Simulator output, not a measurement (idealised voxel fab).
The process module that follows is named voxel local oxidation.
The width of the displayed cross-section, cut, is 190 nm; its cells are square, with a size of 5 nm.
Square cells in a grid make up a cross-section in this document, and the grid is given as bands, listed from the top down, each one or more rows of cells.
The band entry comprises the height of the band's top followed by the height of its bottom, expressed in nm, and subsequently the band's materials from left to right, each stated together with its width in nm. Where a single material is marked with the word "edge to edge", that material fills the band from edge to edge. The word "air" represents empty space.
It should be noted that heights are counted from 0, beneath which the wafer as supplied is of one material throughout, and that the lowest band possesses no lower boundary but continues downward, as written in "0 -> down".
Width: "30 to 40" (first number = top row, second number = bottom row, same change from row to row of cells).
Take "no modifications" at face value: in the step it is given for, the cross-section changed in none of its cells.
What "Enclosed empty spaces" gives you is every empty space of 8 cells or more that is cut off from the top. Each appears as width x height at distance, with the distance taken from the left edge and width, height and distance all in nm.
Text after the settings on a step's line: the simulator's own remark on that step.
The "overlay nm" setting may appear on a step's line; for a step that uses a mask, it gives how far to the right of its planned position the mask lay, and a negative value indicates the left.
# plan
1: RECEIVE,material Si
2: OXIDIZE,depth nm 5
3: CONFORMAL_DEP,material SiN,thk nm 15
4: MASKED_ETCH,tone cover,mask id ACTIVE,width nm 90,etch materials SiN,depth nm 15,overlay nm 0
5: SELECTIVE_ETCH,etch materials SiO2,depth nm 5
6: OXIDIZE,depth nm 10
7: STRIP,etch materials SiN
# The first of two wafers, run as planned
# Wafer at receipt (post step 1), cross-section
- 0 -> down  Si edge to edge
- Enclosed empty spaces: none
# Wafer section view after processing step 2
- 0 -> -5  SiO2 edge to edge
- Lower than -5, everything is as it was.
# Wafer section view after processing step 3
- 15 -> 0  SiN edge to edge
- Lower than 0, everything is as it was.
# Wafer section view after processing step 4
- 15 -> 0  air=50  SiN=90  air=50
- Lower than 0, everything is as it was.
# Wafer section view after processing step 5
- 15 -> 0  air=50  SiN=90  air=50
- 0 -> -5  air=55  SiO2=80  air=55
- Lower than -5, everything is as it was.
# Wafer section view after processing step 6
- 15 -> 0  air=50  SiN=90  air=50
- 0 -> -5  air=55  SiO2=80  air=55
- -5 -> -15  SiO2=65  Si=60  SiO2=65
- Lower than -15, everything is as it was.
# Wafer section view after processing step 7
- 0 -> -5  air=55  SiO2=80  air=55
- Lower than -5, everything is as it was.
# Regarding the second of the two wafers: it shared the first wafer's starting condition and process plan, yet one error occurred during its execution. Its history coincides with that of the first wafer up to and including step 2
Second wafer profile in section, at the moment step 3 of the plan was meant to be complete: no modifications
Second wafer profile in section, at the moment step 4 of the plan was meant to be complete: no modifications
# Second wafer profile in section, at the moment step 5 of the plan was meant to be complete
- -5 -> down  Si edge to edge
# Second wafer profile in section, at the moment step 6 of the plan was meant to be complete
- -5 -> -15  SiO2 edge to edge
- Lower than -15, everything is as it was.
Second wafer profile in section, at the moment step 7 of the plan was meant to be complete: no modifications
Diagnosis: not run: step 3 of the plan (skipped)
The second wafer ends with more or fewer cells of some materials than the first, per final count: Si: 24 fewer; SiO2: 8 more
